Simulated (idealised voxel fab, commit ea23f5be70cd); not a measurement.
Process module heading - voxel transistor to metal
Cross-section cut: width 190 nm, square cells of 5 nm.
How to read a cross-section here: the picture is a grid of square cells, written as bands going from the top down, and any band can span one or more rows of cells.
The band entry comprises the height of the band's top followed by the height of its bottom, expressed in nm, and subsequently the band's materials from left to right, each stated together with its width in nm. Where a single material is marked with the word "edge to edge", that material fills the band from edge to edge. The word "blank" represents empty space.
Ref level 0: as-received wafer is one material below here. Bottom band extends down with no lower bound ("0 -> down").
Width spec "30 to 40" -> top row of cells at first value, bottom row at second value, equal per-row change in between.
"remained the same" -> step changed no cross-section cell.
Empty spaces counting at least 8 cells and having no open way to the top are listed in "Trapped void list". The notation width x height at distance is used for each, the distance being from the left edge and all three values in nm.
Post-settings text on a step line: simulator's own remark regarding the step.
What "overlay nm" on a step's line means: if the step has a mask, that mask lay this far to the right of its planned place, or, when the value is negative, to the left.
Planned process steps
1. RECEIVE, material Si
2. OXIDIZE, depth nm 5
3. CONFORMAL_DEP, material SiN, thk nm 15
4. MASKED_ETCH, tone cover, mask id ACTIVE, width nm 95, etch materials SiN, depth nm 15, overlay nm 0
5. MASKED_ETCH, tone cover, mask id ACTIVE, width nm 95, etch materials SiO2, depth nm 5, overlay nm 0
6. MASKED_ETCH, tone cover, mask id ACTIVE, width nm 95, etch materials Si, depth nm 20, overlay nm 0
7. OXIDIZE, depth nm 5
8. FILL_DEP, material SiO2, thk nm 5
9. CMP, height nm 15
10. SELECTIVE_ETCH, etch materials SiO2, depth nm 15
11. STRIP, etch materials SiN
12. SELECTIVE_ETCH, etch materials SiO2, depth nm 5
13. OXIDIZE, depth nm 5
14. DIRECTIONAL_DEP, material polySi, thk nm 25
15. DIRECTIONAL_DEP, material SiCN, thk nm 15
16. PATTERN, tone cover, mask id GATE, material resist, width nm 15, thk nm 15, overlay nm 0
17. DIRECTIONAL_ETCH, etch materials SiCN, depth nm 25
18. DIRECTIONAL_ETCH, etch materials polySi, depth nm 35
19. STRIP, etch materials resist
20. CONFORMAL_DEP, material SiO2, thk nm 5
21. DIRECTIONAL_ETCH, etch materials SiO2, depth nm 5
22. CONFORMAL_DEP, material SiN, thk nm 5
23. DIRECTIONAL_ETCH, etch materials SiN, depth nm 5
24. DIRECTIONAL_ETCH, etch materials SiO2, depth nm 5
25. DIRECTIONAL_ETCH, etch materials Si, depth nm 15
26. EPI, material SiGe, thk nm 15
27. FILL_DEP, material SiO2, thk nm 5
28. CMP, height nm 35
29. DIRECTIONAL_DEP, material SiO2, thk nm 10
30. DIRECTIONAL_DEP, material aC, thk nm 15
31. PATTERN, tone open, mask id CONTACT, material resist, width nm 25, pitch nm 50, thk nm 35, overlay nm 0
32. DIRECTIONAL_ETCH, etch materials aC, depth nm 15
33. STRIP, etch materials resist
34. DIRECTIONAL_ETCH, etch materials SiO2, depth nm 55
35. STRIP, etch materials aC
36. CONFORMAL_DEP, material TiN, thk nm 5
37. FILL_DEP, material Ru, thk nm 5
38. CMP, height nm 45
39. CONFORMAL_DEP, material SiN, thk nm 5
40. DIRECTIONAL_DEP, material lowk, thk nm 20
41. PATTERN, tone open, mask id METAL_1, material resist, width nm 15, pitch nm 60, thk nm 15, overlay nm 0
42. DIRECTIONAL_ETCH, etch materials lowk, depth nm 20
43. DIRECTIONAL_ETCH, etch materials SiN, depth nm 5
44. STRIP, etch materials resist
45. CONFORMAL_DEP, material TiN, thk nm 5
46. FILL_DEP, material Cu, thk nm 10
47. CMP, height nm 70
48. CONFORMAL_DEP, material SiN, thk nm 5
Received-state cross-section, reflecting completion of step 1
> 0 -> down | Si edge to edge
> Trapped void list: none
The following cross-section depicts the wafer upon conclusion of the module. Processing commenced from the starting condition illustrated above and adhered to the plan illustrated above, save for one mistake in execution
> 75 -> 70 | SiN edge to edge
> 70 -> 50 | 65 of lowk, then 5 of TiN, then 5 of Cu, then 5 of TiN, then 45 of lowk, then 5 of TiN, then 5 of Cu, then 5 of TiN, then 50 of lowk
> 50 -> 45 | 65 of SiN, then 15 of TiN, then 45 of SiN, then 15 of TiN, then 50 of SiN
> 45 -> 35 | 55 of SiO2, then 5 of TiN, then 15 to 10 of Ru, then 5 to 10 of TiN, then 25 of SiO2, then 5 to 10 of TiN, then 15 to 10 of Ru, then 5 of TiN, then 60 of SiO2
> 35 -> 20 | 55 of SiO2, then 5 of TiN, then 10 of Ru, then 5 of TiN, then 5 of SiN, then 5 of SiO2, then 15 of SiCN, then 5 of SiO2, then 5 of SiN, then 5 of TiN, then 10 of Ru, then 5 of TiN, then 60 of SiO2
> 20 -> 10 | 55 of SiO2, then 5 of TiN, then 10 of Ru, then 5 of TiN, then 5 of SiN, then 5 of SiO2, then 15 of polySi, then 5 of SiO2, then 5 of SiN, then 5 of TiN, then 10 of Ru, then 5 of TiN, then 60 of SiO2
> 10 -> 5 | 55 of SiO2, then 20 of TiN, then 5 of SiN, then 5 of SiO2, then 15 of polySi, then 5 of SiO2, then 5 of SiN, then 20 of TiN, then 60 of SiO2
> 5 -> -5 | 55 of SiO2, then 5 of TiN, then 15 of SiGe, then 5 of SiN, then 5 of SiO2, then 15 of polySi, then 5 of SiO2, then 5 of SiN, then 15 of SiGe, then 5 of TiN, then 60 of SiO2
> -5 -> -10 | 55 of SiO2, then 5 of TiN, then 15 of SiGe, then 35 of SiO2, then 15 of SiGe, then 5 of TiN, then 60 of SiO2
> -10 -> -25 | 50 of SiO2, then 25 of SiGe, then 35 of Si, then 25 of SiGe, then 55 of SiO2
> -25 -> -30 | 50 of SiO2, then 85 of Si, then 55 of SiO2
> -30 -> down | Si edge to edge
> Trapped void list: none
Want to know what went wrong? rather than as planned, step 41 actually ran as PATTERN, tone open, mask id METAL_1, material resist, width nm 15, pitch nm 60, thk nm 15, overlay nm 10
